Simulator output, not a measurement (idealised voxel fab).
The process module that follows is named voxel ribs on slabs.
The cross-section shown here is cut; it is 300 nm wide and divided into square cells measuring 5 nm on a side.
Cross-section = grid of square cells, listed top down in bands; band = one or more rows. Heads up on the band format: heights come first, top then bottom, in nm. After that it's the materials left to right, each with its width in nm. A single material flagged "throughout" fills the whole band edge to edge, and "empty" means there's empty space there. Basically, 0 is our baseline, since under it the wafer straight out of the box is all one material. The bottom band has no lower end and keeps on going down, so it looks like "0 and below". A width such as "30..40" changes by the same amount from each row of cells to the next, from the band's top row to its bottom row. "same as before" for a step: no cell of the cross-section changed in that step. Heads up: "Closed voids list" only lists the empty pockets with no open path to the top that are 8 cells or more, and it writes them as width x height at distance, distance from the left edge, in nm. Formally, on a step line, whatever follows the settings is a remark that the simulator itself makes on the step. overlay nm: on a step with a mask, how far right of its planned place the mask lay; negative means left.

[Set out below are the planned steps of the process]
| 1 | RECEIVE: material Si |
| 2 | DIRECTIONAL_DEP: material SiO2, thk nm 30 |
| 3 | DIRECTIONAL_DEP: material polySi, thk nm 20 |
| 4 | MASKED_ETCH: tone cover, mask id RIB, width nm 20, etch materials polySi, depth nm 5, overlay nm 0 |
| 5 | DIRECTIONAL_DEP: material aC, thk nm 10 |
| 6 | PATTERN: tone cover, mask id SLAB, material resist, width nm 50, thk nm 30, overlay nm 0 |
| 7 | DIRECTIONAL_ETCH: etch materials aC, depth nm 10 |
| 8 | STRIP: etch materials resist |
| 9 | DIRECTIONAL_ETCH: etch materials polySi, depth nm 15 |
| 10 | STRIP: etch materials aC |
| 11 | FILL_DEP: material SiO2, thk nm 25 |
| 12 | CMP: height nm 70 |
| 13 | DIRECTIONAL_DEP: material TiN, thk nm 10 |
| 14 | PATTERN: tone cover, mask id HEATER, material resist, width nm 20, thk nm 15, overlay nm 0 |
| 15 | DIRECTIONAL_ETCH: etch materials TiN, depth nm 10 |
| 16 | STRIP: etch materials resist |
| 17 | CONFORMAL_DEP: material SiO2, thk nm 5 |
Keep in mind the plan's value for the width nm of step 14 comes from the first wafer; the wafers don't share that setting, but they do share the same starting point.

[Cut through the first of several wafers as received, post step 1]
- 0 and below: Si throughout
- Closed voids list: none

[End of the module, past its last step, step 17: how the first of several wafers looks in cross-section]
- 85 down to 80: empty 135, then SiO2 30, then empty 135
- 80 down to 75: empty 135, then SiO2 5, then TiN 20, then SiO2 5, then empty 135
- 75 down to 70: SiO2 140, then TiN 20, then SiO2 140
- 70 down to 50: SiO2 throughout
- 50 down to 45: SiO2 140, then polySi 20, then SiO2 140
- 45 down to 30: SiO2 125, then polySi 50, then SiO2 125
- 30 down to 0: SiO2 throughout
- 0 and below: Si throughout
- Closed voids list: none

[Cross-section of the last wafer at end of module]
- 85 down to 80: empty 125, then SiO2 55, then empty 120
- 80 down to 75: empty 125, then SiO2 5, then TiN 45, then SiO2 5, then empty 120
- 75 down to 70: SiO2 130, then TiN 45, then SiO2 125
- 70 down to 50: SiO2 throughout
- 50 down to 45: SiO2 140, then polySi 20, then SiO2 140
- 45 down to 30: SiO2 125, then polySi 50, then SiO2 125
- 30 down to 0: SiO2 throughout
- 0 and below: Si throughout
- Closed voids list: none

[Below, a row for every wafer. Read it as the end-of-module picture: for each material the wafer shows its cells gained (+) or lost (-) since it was received, and then its closed voids]
width nm 20; +870 SiO2; +8 TiN; +34 polySi; Closed voids list: none
width nm 25; +870 SiO2; +10 TiN; +34 polySi; Closed voids list: none
width nm 30; +870 SiO2; +12 TiN; +34 polySi; Closed voids list: none
width nm 35; +870 SiO2; +14 TiN; +34 polySi; Closed voids list: none
width nm 40; +870 SiO2; +16 TiN; +34 polySi; Closed voids list: none
width nm 45; +870 SiO2; +18 TiN; +34 polySi; Closed voids list: none
